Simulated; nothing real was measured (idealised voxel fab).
This is a process module. Its name is voxel capacitor over wiring.
The cross-section on display is named cut; it measures 150 nm wide, and its cells are 5 nm squares.
Cross-section format: a grid of square cells, given as bands from top to bottom; each band is one or more rows of cells. The band entry comprises the height of the band's top followed by the height of its bottom, expressed in nm, and subsequently the band's materials from left to right, each stated together with its width in nm. Where a single material is marked with the word "throughout", that material fills the band from edge to edge. The word "empty" represents empty space. Note: height 0 marks the level under which the wafer is uniformly one material as received. Lowest band unbounded below, written "top 0, no bottom". Width "30..40": first value at the band's top row of cells, second value at its bottom row, equal change from row to row. Step note "nothing different" = no cross-section cell changed. "Closed void list" - sealed voids, min. 8 cells, no opening to top; format: width x height at distance (distance from left edge; nm throughout). Anything after a step's settings on that line? It's the simulator's own note about the step. The "overlay nm" setting may appear on a step's line; for a step that uses a mask, it gives how far to the right of its planned position the mask lay, and a negative value indicates the left.

**The steps planned for the process are as follows**
| 1 | RECEIVE [material Si] |
| 2 | CONFORMAL_DEP [material SiO2] [thk nm 15] |
| 3 | CONFORMAL_DEP [material SiN] [thk nm 5] |
| 4 | DIRECTIONAL_DEP [material lowk] [thk nm 25] |
| 5 | PATTERN [tone open] [mask id METAL_1] [material resist] [width nm 25] [pitch nm 95] [thk nm 20] [overlay nm 0] |
| 6 | DIRECTIONAL_ETCH [etch materials lowk] [depth nm 25] |
| 7 | DIRECTIONAL_ETCH [etch materials SiN] [depth nm 5] |
| 8 | STRIP [etch materials resist] |
| 9 | CONFORMAL_DEP [material TiN] [thk nm 5] |
| 10 | FILL_DEP [material Cu] [thk nm 10] |
| 11 | CMP [height nm 45] |
| 12 | CONFORMAL_DEP [material SiCN] [thk nm 5] |
| 13 | DIRECTIONAL_DEP [material lowk] [thk nm 20] |
| 14 | DIRECTIONAL_DEP [material aC] [thk nm 15] |
| 15 | PATTERN [tone open] [mask id PLUG_1] [material resist] [width nm 15] [thk nm 35] [overlay nm 0] |
| 16 | DIRECTIONAL_ETCH [etch materials aC] [depth nm 15] |
| 17 | STRIP [etch materials resist] |
| 18 | DIRECTIONAL_ETCH [etch materials lowk] [depth nm 20] |
| 19 | DIRECTIONAL_ETCH [etch materials SiCN] [depth nm 5] |
| 20 | STRIP [etch materials aC] |
| 21 | CONFORMAL_DEP [material TiN] [thk nm 5] |
| 22 | FILL_DEP [material Ru] [thk nm 10] |
| 23 | CMP [height nm 70] |
| 24 | DIRECTIONAL_DEP [material TiN] [thk nm 5] |
| 25 | DIRECTIONAL_DEP [material Al2O3] [thk nm 5] |
| 26 | DIRECTIONAL_DEP [material TiN] [thk nm 10] |
| 27 | DIRECTIONAL_DEP [material aC] [thk nm 10] |
| 28 | PATTERN [tone cover] [mask id UPPER_PLATE] [material resist] [width nm 75] [thk nm 30] [overlay nm 0] |
| 29 | DIRECTIONAL_ETCH [etch materials aC] [depth nm 10] |
| 30 | STRIP [etch materials resist] |
| 31 | DIRECTIONAL_ETCH [etch materials TiN] [depth nm 10] |
| 32 | DIRECTIONAL_ETCH [etch materials Al2O3] [depth nm 5] |
| 33 | STRIP [etch materials aC] |
| 34 | MASKED_ETCH [tone cover] [mask id LOWER_PLATE] [width nm 85] [etch materials TiN] [depth nm 5] [overlay nm 0] |
| 35 | FILL_DEP [material SiO2] [thk nm 20] |
| 36 | CMP [height nm 105] |
| 37 | DIRECTIONAL_DEP [material aC] [thk nm 15] |
| 38 | PATTERN [tone open] [mask id PLUG_2] [material resist] [width nm 15] [thk nm 30] [overlay nm 0] |
| 39 | DIRECTIONAL_ETCH [etch materials aC] [depth nm 15] |
| 40 | STRIP [etch materials resist] |
| 41 | DIRECTIONAL_ETCH [etch materials SiO2] [depth nm 15] |
| 42 | STRIP [etch materials aC] |
| 43 | CONFORMAL_DEP [material TiN] [thk nm 5] |
| 44 | FILL_DEP [material Cu] [thk nm 10] |
| 45 | CMP [height nm 105] |
| 46 | CONFORMAL_DEP [material SiN] [thk nm 5] |

**Cross-section, incoming material, after step 1**
top 0, no bottom  Si throughout
Closed void list: none

**The first of two wafers, cross-sectioned at the end of the module, with the run proceeding as planned**
top 110, bottom 105  SiN throughout
top 105, bottom 95  SiO2 (35) | TiN (5) | Cu (5) | TiN (5) | SiO2 (100)
top 95, bottom 90  SiO2 (35) | TiN (15) | SiO2 (100)
top 90, bottom 80  SiO2 (25) | TiN (75) | SiO2 (50)
top 80, bottom 75  SiO2 (25) | Al2O3 (75) | SiO2 (50)
top 75, bottom 70  SiO2 (20) | TiN (85) | SiO2 (45)
top 70, bottom 50  lowk (25) | TiN (5) | Ru (5) | TiN (5) | lowk (110)
top 50, bottom 45  SiCN (25) | TiN (15) | SiCN (110)
top 45, bottom 20  lowk (15) | TiN (5) | Cu (15) | TiN (5) | lowk (70) | TiN (5) | Cu (15) | TiN (5) | lowk (15)
top 20, bottom 15  SiN (15) | TiN (25) | SiN (70) | TiN (25) | SiN (15)
top 15, bottom 0  SiO2 throughout
top 0, no bottom  Si throughout
Closed void list: none

**Cross-sectional image of the second wafer of the two following completion of the module. Starting state and process plan were the same as for the first wafer; one execution error occurred**
top 110, bottom 105  SiN throughout
top 105, bottom 95  SiO2 (40) | TiN (5) | Cu (5) | TiN (5) | SiO2 (95)
top 95, bottom 90  SiO2 (40) | TiN (15) | SiO2 (95)
top 90, bottom 80  SiO2 (25) | TiN (75) | SiO2 (50)
top 80, bottom 75  SiO2 (25) | Al2O3 (75) | SiO2 (50)
top 75, bottom 70  SiO2 (20) | TiN (85) | SiO2 (45)
top 70, bottom 50  lowk (25) | TiN (5) | Ru (5) | TiN (5) | lowk (110)
top 50, bottom 45  SiCN (25) | TiN (15) | SiCN (110)
top 45, bottom 20  lowk (15) | TiN (5) | Cu (15) | TiN (5) | lowk (70) | TiN (5) | Cu (15) | TiN (5) | lowk (15)
top 20, bottom 15  SiN (15) | TiN (25) | SiN (70) | TiN (25) | SiN (15)
top 15, bottom 0  SiO2 throughout
top 0, no bottom  Si throughout
Closed void list: none
Run error: note that step 38 departed from the planned setting and was carried out as PATTERN [tone open] [mask id PLUG_2] [material resist] [width nm 15] [thk nm 30] [overlay nm 5]
At the end, each material covers as many cells on the second wafer as it does on the first, though the cells it covers are elsewhere.
